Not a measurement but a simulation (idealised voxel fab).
Process module, titled voxel self aligned contacts
This is section cut - it's 225 nm across, gridded in 5 nm square cells.
Heads up, the way a cross-section reads in here is a grid of square cells, handed over as bands from the top down, with every band being one or more rows of cells. First you get the band's top height and its bottom height, in nm, and then the materials it's made of, left to right, with each width in nm. If you see a single material with "everywhere", that one covers the band edge to edge. "air" is empty space. Heights are expressed relative to 0, this being the level below which the as-received wafer comprises one material exclusively. The lowest band is unbounded in the downward direction and is denoted as in "z 0 and below". Note: "30..40" means the width goes from the first number (top row of the band) to the second number (bottom row) in equal steps per row of cells. For the purposes of this document, the phrase "all unchanged" attached to a step denotes that no cell within the cross-section was modified by that step. Empty spaces counting at least 8 cells and having no open way to the top are listed in "Enclosed cavities". The notation width x height at distance is used for each, the distance being from the left edge and all three values in nm. Past the settings on a step's line: simulator remark, on that step. overlay nm: how far to the right of its planned place the mask lay on this masked step (negative: to the left).

### The planned process steps are enumerated hereunder
1) RECEIVE [material Si]
2) CONFORMAL_DEP [material SiO2] [thk nm 5]
3) DIRECTIONAL_DEP [material polySi] [thk nm 25]
4) DIRECTIONAL_DEP [material SiN] [thk nm 15]
5) PATTERN [tone cover] [mask id GATE] [material resist] [width nm 35] [pitch nm 60] [thk nm 15] [overlay nm 0]
6) DIRECTIONAL_ETCH [etch materials SiN] [depth nm 15]
7) DIRECTIONAL_ETCH [etch materials polySi] [depth nm 25]
8) STRIP [etch materials resist]
9) CONFORMAL_DEP [material SiN] [thk nm 5]
10) DIRECTIONAL_ETCH [etch materials SiN] [depth nm 5]
11) FILL_DEP [material SiO2] [thk nm 20]
12) CMP [height nm 55]
13) MASKED_ETCH [tone open] [mask id CONTACT] [width nm 35] [etch materials SiO2] [depth nm 55] [overlay nm 0]
14) CONFORMAL_DEP [material TiN] [thk nm 5]
15) FILL_DEP [material Ru] [thk nm 5]
16) CMP [height nm 55]
17) CONFORMAL_DEP [material SiN] [thk nm 5]

### First of two wafers, processed according to plan

### Shown in cross-section is the wafer as received, that is, as it stands after step 1
- z 0 and below = Si everywhere
- Enclosed cavities: none

### Presented here is a cross-section of the wafer after step 2 has been performed
- z 5 to 0 = SiO2 everywhere
- Unchanged below 0.

### Presented here is a cross-section of the wafer after step 3 has been performed
- z 30 to 5 = polySi everywhere
- Unchanged below 5.

### Presented here is a cross-section of the wafer after step 4 has been performed
- z 45 to 30 = SiN everywhere
- Unchanged below 30.

### Presented here is a cross-section of the wafer after step 5 has been performed
- z 60 to 45 = air 65; resist 35; air 25; resist 35; air 65
- Unchanged below 45.

### Presented here is a cross-section of the wafer after step 6 has been performed
- z 60 to 45 = air 65; resist 35; air 25; resist 35; air 65
- z 45 to 30 = air 65; SiN 35; air 25; SiN 35; air 65
- Unchanged below 30.

### Presented here is a cross-section of the wafer after step 7 has been performed
- z 60 to 45 = air 65; resist 35; air 25; resist 35; air 65
- z 45 to 30 = air 65; SiN 35; air 25; SiN 35; air 65
- z 30 to 5 = air 65; polySi 35; air 25; polySi 35; air 65
- Unchanged below 5.

### Presented here is a cross-section of the wafer after step 8 has been performed
- z 45 to 30 = air 65; SiN 35; air 25; SiN 35; air 65
- Unchanged below 30.

### Presented here is a cross-section of the wafer after step 9 has been performed
- z 50 to 30 = air 60; SiN 45; air 15; SiN 45; air 60
- z 30 to 10 = air 60; SiN 5; polySi 35; SiN 5; air 15; SiN 5; polySi 35; SiN 5; air 60
- z 10 to 5 = SiN 65; polySi 35; SiN 25; polySi 35; SiN 65
- Unchanged below 5.

### Presented here is a cross-section of the wafer after step 10 has been performed
- z 45 to 30 = air 60; SiN 45; air 15; SiN 45; air 60
- z 30 to 5 = air 60; SiN 5; polySi 35; SiN 5; air 15; SiN 5; polySi 35; SiN 5; air 60
- Unchanged below 5.

### Presented here is a cross-section of the wafer after step 11 has been performed
- z 65 to 45 = SiO2 everywhere
- z 45 to 30 = SiO2 60; SiN 45; SiO2 15; SiN 45; SiO2 60
- z 30 to 5 = SiO2 60; SiN 5; polySi 35; SiN 5; SiO2 15; SiN 5; polySi 35; SiN 5; SiO2 60
- Unchanged below 5.

### Presented here is a cross-section of the wafer after step 12 has been performed
- z 55 to 45 = SiO2 everywhere
- Unchanged below 45.

### Presented here is a cross-section of the wafer after step 13 has been performed
- z 55 to 45 = SiO2 95; air 35; SiO2 95
- z 45 to 30 = SiO2 60; SiN 45; air 15; SiN 45; SiO2 60
- z 30 to 5 = SiO2 60; SiN 5; polySi 35; SiN 5; air 15; SiN 5; polySi 35; SiN 5; SiO2 60
- z 5 to 0 = SiO2 105; air 15; SiO2 105
- Unchanged below 0.

### Presented here is a cross-section of the wafer after step 14 has been performed
- z 60 to 55 = TiN 100; air 25; TiN 100
- z 55 to 45 = SiO2 95; TiN 5..15; air 25..5; TiN 5..15; SiO2 95
- z 45 to 30 = SiO2 60; SiN 45; TiN 5; air 5; TiN 5; SiN 45; SiO2 60
- z 30 to 5 = SiO2 60; SiN 5; polySi 35; SiN 5; TiN 5; air 5; TiN 5; SiN 5; polySi 35; SiN 5; SiO2 60
- z 5 to 0 = SiO2 105; TiN 15; SiO2 105
- Unchanged below 0.

### Presented here is a cross-section of the wafer after step 15 has been performed
- z 65 to 60 = Ru everywhere
- z 60 to 55 = TiN 100; Ru 25; TiN 100
- z 55 to 45 = SiO2 95; TiN 5..15; Ru 25..5; TiN 5..15; SiO2 95
- z 45 to 30 = SiO2 60; SiN 45; TiN 5; Ru 5; TiN 5; SiN 45; SiO2 60
- z 30 to 5 = SiO2 60; SiN 5; polySi 35; SiN 5; TiN 5; Ru 5; TiN 5; SiN 5; polySi 35; SiN 5; SiO2 60
- Unchanged below 5.

### Presented here is a cross-section of the wafer after step 16 has been performed
- z 55 to 45 = SiO2 95; TiN 5..15; Ru 25..5; TiN 5..15; SiO2 95
- Unchanged below 45.

### Presented here is a cross-section of the wafer after step 17 has been performed
- z 60 to 55 = SiN everywhere
- Unchanged below 55.

### Here the second wafer is described. Its start and its plan were those of the first wafer. Its run contained one mistake. Up to and including step 4, it did exactly what the first wafer did

### Cross-sectional representation of the second wafer at the time designated in the plan for the completion of step 5
- z 60 to 45 = air 55; resist 35; air 25; resist 35; air 75
- Unchanged below 45.

### Cross-sectional representation of the second wafer at the time designated in the plan for the completion of step 6
- z 60 to 45 = air 55; resist 35; air 25; resist 35; air 75
- z 45 to 30 = air 55; SiN 35; air 25; SiN 35; air 75
- Unchanged below 30.

### Cross-sectional representation of the second wafer at the time designated in the plan for the completion of step 7
- z 60 to 45 = air 55; resist 35; air 25; resist 35; air 75
- z 45 to 30 = air 55; SiN 35; air 25; SiN 35; air 75
- z 30 to 5 = air 55; polySi 35; air 25; polySi 35; air 75
- Unchanged below 5.

### Cross-sectional representation of the second wafer at the time designated in the plan for the completion of step 8
- z 45 to 30 = air 55; SiN 35; air 25; SiN 35; air 75
- Unchanged below 30.

### Cross-sectional representation of the second wafer at the time designated in the plan for the completion of step 9
- z 50 to 30 = air 50; SiN 45; air 15; SiN 45; air 70
- z 30 to 10 = air 50; SiN 5; polySi 35; SiN 5; air 15; SiN 5; polySi 35; SiN 5; air 70
- z 10 to 5 = SiN 55; polySi 35; SiN 25; polySi 35; SiN 75
- Unchanged below 5.

### Cross-sectional representation of the second wafer at the time designated in the plan for the completion of step 10
- z 45 to 30 = air 50; SiN 45; air 15; SiN 45; air 70
- z 30 to 5 = air 50; SiN 5; polySi 35; SiN 5; air 15; SiN 5; polySi 35; SiN 5; air 70
- Unchanged below 5.

### Cross-sectional representation of the second wafer at the time designated in the plan for the completion of step 11
- z 65 to 45 = SiO2 everywhere
- z 45 to 30 = SiO2 50; SiN 45; SiO2 15; SiN 45; SiO2 70
- z 30 to 5 = SiO2 50; SiN 5; polySi 35; SiN 5; SiO2 15; SiN 5; polySi 35; SiN 5; SiO2 70
- Unchanged below 5.

### Cross-sectional representation of the second wafer at the time designated in the plan for the completion of step 12
- z 55 to 45 = SiO2 everywhere
- Unchanged below 45.

### Cross-sectional representation of the second wafer at the time designated in the plan for the completion of step 13
- z 55 to 45 = SiO2 95; air 35; SiO2 95
- z 45 to 30 = SiO2 50; SiN 45; air 15; SiN 45; SiO2 70
- z 30 to 5 = SiO2 50; SiN 5; polySi 35; SiN 5; air 15; SiN 5; polySi 35; SiN 5; SiO2 70
- z 5 to 0 = SiO2 95; air 15; SiO2 115
- Unchanged below 0.

### Cross-sectional representation of the second wafer at the time designated in the plan for the completion of step 14
- z 60 to 55 = TiN 100; air 25; TiN 100
- z 55 to 45 = SiO2 95; TiN 5; air 25..5; TiN 5..25; SiO2 95
- z 45 to 30 = SiO2 50; SiN 45; TiN 5; air 5; TiN 5; SiN 45; SiO2 70
- z 30 to 5 = SiO2 50; SiN 5; polySi 35; SiN 5; TiN 5; air 5; TiN 5; SiN 5; polySi 35; SiN 5; SiO2 70
- z 5 to 0 = SiO2 95; TiN 15; SiO2 115
- Unchanged below 0.

### Cross-sectional representation of the second wafer at the time designated in the plan for the completion of step 15
- z 65 to 60 = Ru everywhere
- z 60 to 55 = TiN 100; Ru 25; TiN 100
- z 55 to 45 = SiO2 95; TiN 5; Ru 25..5; TiN 5..25; SiO2 95
- z 45 to 30 = SiO2 50; SiN 45; TiN 5; Ru 5; TiN 5; SiN 45; SiO2 70
- z 30 to 5 = SiO2 50; SiN 5; polySi 35; SiN 5; TiN 5; Ru 5; TiN 5; SiN 5; polySi 35; SiN 5; SiO2 70
- Unchanged below 5.

### Cross-sectional representation of the second wafer at the time designated in the plan for the completion of step 16
- z 55 to 45 = SiO2 95; TiN 5; Ru 25..5; TiN 5..25; SiO2 95
- Unchanged below 45.

### Cross-sectional representation of the second wafer at the time designated in the plan for the completion of step 17
- z 60 to 55 = SiN everywhere
- Unchanged below 55.
what went wrong: step 5 was processed under conditions differing from the plan, specifically as PATTERN [tone cover] [mask id GATE] [material resist] [width nm 35] [pitch nm 60] [thk nm 15] [overlay nm -10]
Final wafers compared: equal cell tally per material, rearranged layout.
